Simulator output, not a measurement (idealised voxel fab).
process module | voxel double patterning
cross-section cut | 145 nm wide | cells 5 nm
A cross-section is a grid of square cells, given in bands from the top down. A band is one or more rows of cells.
Each band's line starts with the height of the band's top and of its bottom, in nm. Then come its materials from left to right, each with its width in nm. One material with "throughout" fills the band from edge to edge. "air" is empty space.
Height 0 is the level under which the wafer as received is all one material. The lowest band goes on downwards, as in "0 down".
A width such as "30 to 40" changes by the same amount from each row of cells to the next, from the band's top row to its bottom row.
"no change" after a step means that no cell of the cross-section changed.
closed voids: empty space of 8 cells or more with no open way to the top, each as width x height at its distance from the left edge, in nm
after a step's settings: what the simulator itself notes on the step
overlay nm, on a step with a mask: how far to the right of its planned place the mask lay; to the left if negative
plan
1 op RECEIVE | material Si
2 op CONFORMAL_DEP | material SiO2 | thk nm 10
3 op DIRECTIONAL_DEP | material W | thk nm 15
4 op DIRECTIONAL_DEP | material SiN | thk nm 5
5 op DIRECTIONAL_DEP | material aC | thk nm 15
6 op PATTERN | tone open | mask id FIRST | material resist | width nm 15 | pitch nm 50 | thk nm 30 | overlay nm 0
7 op DIRECTIONAL_ETCH | etch materials aC | depth nm 15
8 op STRIP | etch materials resist
9 op DIRECTIONAL_ETCH | etch materials SiN | depth nm 5
10 op STRIP | etch materials aC
11 op DIRECTIONAL_DEP | material aC | thk nm 15
12 op PATTERN | tone open | mask id SECOND | material resist | width nm 15 | thk nm 30 | overlay nm 0
13 op DIRECTIONAL_ETCH | etch materials aC | depth nm 15
14 op STRIP | etch materials resist
15 op DIRECTIONAL_ETCH | etch materials SiN | depth nm 5
16 op STRIP | etch materials aC
17 op DIRECTIONAL_ETCH | etch materials W | depth nm 15
18 op STRIP | etch materials SiN
first wafer, as planned
as received, after step 1
  0 down: Si throughout
  closed voids: none
after step 2
  10 to 0: SiO2 throughout
  below 0: unchanged
after step 3
  25 to 10: W throughout
  below 10: unchanged
after step 4
  30 to 25: SiN throughout
  below 25: unchanged
after step 5
  45 to 30: aC throughout
  below 30: unchanged
after step 6
  75 to 45: resist 40 | air 15 | resist 35 | air 15 | resist 40
  below 45: unchanged
after step 7
  60 to 45: resist 40 | air 15 | resist 35 | air 15 | resist 40
  45 to 30: aC 40 | air 15 | aC 35 | air 15 | aC 40
  below 30: unchanged
after step 8
  45 to 30: aC 40 | air 15 | aC 35 | air 15 | aC 40
  below 30: unchanged
after step 9
  45 to 30: aC 40 | air 15 | aC 35 | air 15 | aC 40
  30 to 25: SiN 40 | air 15 | SiN 35 | air 15 | SiN 40
  below 25: unchanged
after step 10
  30 to 25: SiN 40 | air 15 | SiN 35 | air 15 | SiN 40
  below 25: unchanged
after step 11
  45 to 40: aC 40 | air 15 | aC 35 | air 15 | aC 40
  40 to 30: aC throughout
  30 to 25: SiN 40 | aC 15 | SiN 35 | aC 15 | SiN 40
  below 25: unchanged
after step 12
  75 to 45: resist 65 | air 15 | resist 65
  45 to 40: aC 40 | resist 15 | aC 35 | resist 15 | aC 40
  below 40: unchanged
after step 13
  60 to 45: resist 65 | air 15 | resist 65
  45 to 40: aC 40 | resist 15 | aC 10 | air 15 | aC 10 | resist 15 | aC 40
  40 to 30: aC 65 | air 15 | aC 65
  below 30: unchanged
after step 14
  45 to 40: aC 40 | air 15 | aC 10 | air 15 | aC 10 | air 15 | aC 40
  below 40: unchanged
after step 15
  45 to 40: aC 40 | air 15 | aC 10 | air 15 | aC 10 | air 15 | aC 40
  40 to 30: aC 65 | air 15 | aC 65
  30 to 25: SiN 40 | aC 15 | SiN 10 | air 15 | SiN 10 | aC 15 | SiN 40
  below 25: unchanged
after step 16
  30 to 25: SiN 40 | air 15 | SiN 10 | air 15 | SiN 10 | air 15 | SiN 40
  below 25: unchanged
after step 17
  30 to 25: SiN 40 | air 15 | SiN 10 | air 15 | SiN 10 | air 15 | SiN 40
  25 to 10: W 40 | air 15 | W 10 | air 15 | W 10 | air 15 | W 40
  below 10: unchanged
after step 18
  25 to 10: W 40 | air 15 | W 10 | air 15 | W 10 | air 15 | W 40
  below 10: unchanged
second wafer: like start, like plan, one mistake. Through step 11 it matches the first wafer
when step 12 should have ended
  75 to 45: air 65 | resist 15 | air 65
  below 45: unchanged
when step 13 should have ended
  60 to 45: air 65 | resist 15 | air 65
  45 to 30: air 65 | aC 15 | air 65
  30 to 25: SiN 40 | air 15 | SiN 35 | air 15 | SiN 40
  below 25: unchanged
when step 14 should have ended
  45 to 30: air 65 | aC 15 | air 65
  below 30: unchanged
when step 15 should have ended
  45 to 30: air 65 | aC 15 | air 65
  30 to 25: air 65 | SiN 15 | air 65
  below 25: unchanged
when step 16 should have ended
  30 to 25: air 65 | SiN 15 | air 65
  below 25: unchanged
when step 17 should have ended
  30 to 25: air 65 | SiN 15 | air 65
  25 to 10: air 65 | W 15 | air 65
  below 10: unchanged
when step 18 should have ended
  25 to 10: air 65 | W 15 | air 65
  below 10: unchanged
what went wrong: step 12 ran as: op PATTERN | tone cover | mask id SECOND | material resist | width nm 15 | thk nm 30 | overlay nm 0
at the end the second wafer has, in cells: 51 fewer of W
